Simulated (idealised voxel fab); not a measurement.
Title: Process Module voxel lift off
This is section cut - it's 280 nm across, gridded in 5 nm square cells.
Cross-section, as written here: a square-cell grid given band by band from the top down, where a band holds one or more rows of cells.
Heads up on the band format: heights come first, top then bottom, in nm. After that it's the materials left to right, each with its width in nm. A single material flagged "everywhere" fills the whole band edge to edge, and "air" means there's empty space there.
Beneath 0, the wafer as received is one material, and that level is where height counting begins. The lowest band goes on downward without a bottom; it is written like "from 0 down".
Quick explanation for "30->40": the width changes in equal steps down the rows of cells, from the first number in the band's top row to the second number in its bottom row.
Step note "nothing got changed" = no cross-section cell changed.
The label "Closed void inventory" introduces a list of the empty spaces, 8 cells or larger, that have no open way up to the top; each entry in it reads width x height at distance, where the distance is taken from the left edge and all three are stated in nm.
Read whatever lies past the settings on a step's line as the simulator's own remark about the step.
overlay nm: step with mask; distance mask lay right of planned place; negative value = left of planned place.
-- Process steps (planned)
1) op RECEIVE | material Si
2) op CONFORMAL_DEP | material SiN | thk nm 10
3) op PATTERN | tone open | mask id LINES | material resist | width nm 30 | pitch nm 45 | thk nm 20 | overlay nm 0
4) op DIRECTIONAL_DEP | material Ru | thk nm 5
5) op STRIP | etch materials resist
6) op CONFORMAL_DEP | material SiO2 | thk nm 10
Wafers differ in thk nm at step 4; plan lists the first wafer's value; identical starting state.
-- Cross-section of the first of several wafers as received (after step 1)
- from 0 down: Si everywhere
- Closed void inventory: none
-- Cross-section, first of several wafers, end of module, after last step 6
- from 25 to 20: 45 nm air / 185 nm SiO2 / 50 nm air
- from 20 to 15: SiO2 everywhere
- from 15 to 10: 55 nm SiO2 / 30 nm Ru / 15 nm SiO2 / 30 nm Ru / 15 nm SiO2 / 30 nm Ru / 15 nm SiO2 / 30 nm Ru / 60 nm SiO2
- from 10 to 0: SiN everywhere
- from 0 down: Si everywhere
- Closed void inventory: none
-- Here we cross-sectioned the last of the wafers once the module was done
- from 35 to 25: 45 nm air / 185 nm SiO2 / 50 nm air
- from 25 to 20: 45 nm air / 10 nm SiO2 / 30 nm Ru / 15 nm SiO2 / 30 nm Ru / 15 nm SiO2 / 30 nm Ru / 15 nm SiO2 / 30 nm Ru / 10 nm SiO2 / 50 nm air
- from 20 to 10: 55 nm SiO2 / 30 nm Ru / 15 nm SiO2 / 30 nm Ru / 15 nm SiO2 / 30 nm Ru / 15 nm SiO2 / 30 nm Ru / 60 nm SiO2
- from 10 to 0: SiN everywhere
- from 0 down: Si everywhere
- Closed void inventory: none
-- The rows of the table below are wafers. Looking at the end of the module, a row counts, for every material, the cells the wafer has gained, shown as (+), or lost, shown as (-), since it was received; its closed voids come next
thk nm 5; +24 Ru; +112 SiN; +125 SiO2; Closed void inventory: none
thk nm 10; +48 Ru; +112 SiN; +138 SiO2; Closed void inventory: none
thk nm 15; +72 Ru; +112 SiN; +151 SiO2; Closed void inventory: none
